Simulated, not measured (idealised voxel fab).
The following is a process module called voxel self aligned contacts.
The figure presents cross-section cut, which has a width of 190 nm and is divided into square cells with an edge length of 5 nm.
We lay out every cross-section as a grid of square cells and spell it out in bands from the top down, where one band means one or more rows of cells. The band entry comprises the height of the band's top followed by the height of its bottom, expressed in nm, and subsequently the band's materials from left to right, each stated together with its width in nm. Where a single material is marked with the word "all across", that material fills the band from edge to edge. The word "blank" represents empty space. The level at which height equals 0 is the one under which the wafer, as it arrives, is entirely one material. No lower edge exists for the bottom band, which continues downward and is notated as in "z 0 and below". A width given as "30->40" starts at the first number in the band's top row and ends at the second number in its bottom row, shifting by an equal amount at every step from row to row. Where the words "no change" appear for a step, the cross-section shows no cell changed by that step; every cell remained as before. "Tabulated closed voids" enumerates empty spaces isolated from the top, with no open way to it, that contain at least 8 cells, giving each as width x height at distance from the left edge, all three in nm. The remark found on a step's line after its settings is issued by the simulator itself and pertains to that step. What "overlay nm" on a step's line means: if the step has a mask, that mask lay this far to the right of its planned place, or, when the value is negative, to the left.
PROCESS STEPS (PLANNED)
| 1 | op RECEIVE | material Si |
| 2 | op CONFORMAL_DEP | material SiO2 | thk nm 5 |
| 3 | op DIRECTIONAL_DEP | material polySi | thk nm 20 |
| 4 | op DIRECTIONAL_DEP | material SiN | thk nm 20 |
| 5 | op DIRECTIONAL_DEP | material aC | thk nm 15 |
| 6 | op PATTERN | tone cover | mask id GATE | material resist | width nm 25 | pitch nm 65 | thk nm 35 | overlay nm 0 |
| 7 | op DIRECTIONAL_ETCH | etch materials aC | depth nm 15 |
| 8 | op STRIP | etch materials resist |
| 9 | op DIRECTIONAL_ETCH | etch materials SiN | depth nm 20 |
| 10 | op DIRECTIONAL_ETCH | etch materials polySi | depth nm 20 |
| 11 | op STRIP | etch materials aC |
| 12 | op CONFORMAL_DEP | material SiN | thk nm 10 |
| 13 | op DIRECTIONAL_ETCH | etch materials SiN | depth nm 10 |
| 14 | op FILL_DEP | material SiO2 | thk nm 20 |
| 15 | op CMP | height nm 55 |
| 16 | op PATTERN | tone open | mask id CONTACT | material resist | width nm 50 | pitch nm 65 | thk nm 20 | overlay nm 0 |
| 17 | op DIRECTIONAL_ETCH | etch materials SiO2 | depth nm 55 |
| 18 | op STRIP | etch materials resist |
| 19 | op CONFORMAL_DEP | material TiN | thk nm 5 |
| 20 | op FILL_DEP | material Ru | thk nm 5 |
| 21 | op CMP | height nm 55 |
| 22 | op CONFORMAL_DEP | material SiCN | thk nm 5 |
CROSS-SECTION OF THE WAFER AT RECEIPT, WHICH IS THE CONDITION AFTER STEP 1
- z 0 and below  Si all across
- Tabulated closed voids: none
WAFER CROSS-SECTION AT END OF MODULE: START AND PLAN AS SHOWN ABOVE, ONE EXECUTION ERROR
- z 60 to 55  SiCN all across
- z 55 to 50  Ru=30, then TiN=5, then SiO2=50, then TiN=5, then Ru=5, then TiN=5, then SiO2=50, then TiN=5, then Ru=35
- z 50 to 45  TiN=35, then SiO2=50, then TiN=15, then SiO2=50, then TiN=35, then Ru=5
- z 45 to 25  TiN=5, then SiN=45, then SiO2=20, then SiN=45, then SiO2=20, then SiN=45, then TiN=5, then Ru=5
- z 25 to 5  TiN=5, then SiN=10, then polySi=25, then SiN=10, then SiO2=20, then SiN=10, then polySi=25, then SiN=10, then SiO2=20, then SiN=10, then polySi=25, then SiN=10, then TiN=5, then Ru=5
- z 5 to 0  TiN=5, then SiO2=175, then TiN=10
- z 0 and below  Si all across
- Tabulated closed voids: none
Error vs. plan: step 16 went in with a setting other than planned; the actual run was op PATTERN | tone cover | mask id CONTACT | material resist | width nm 50 | pitch nm 65 | thk nm 20 | overlay nm 0
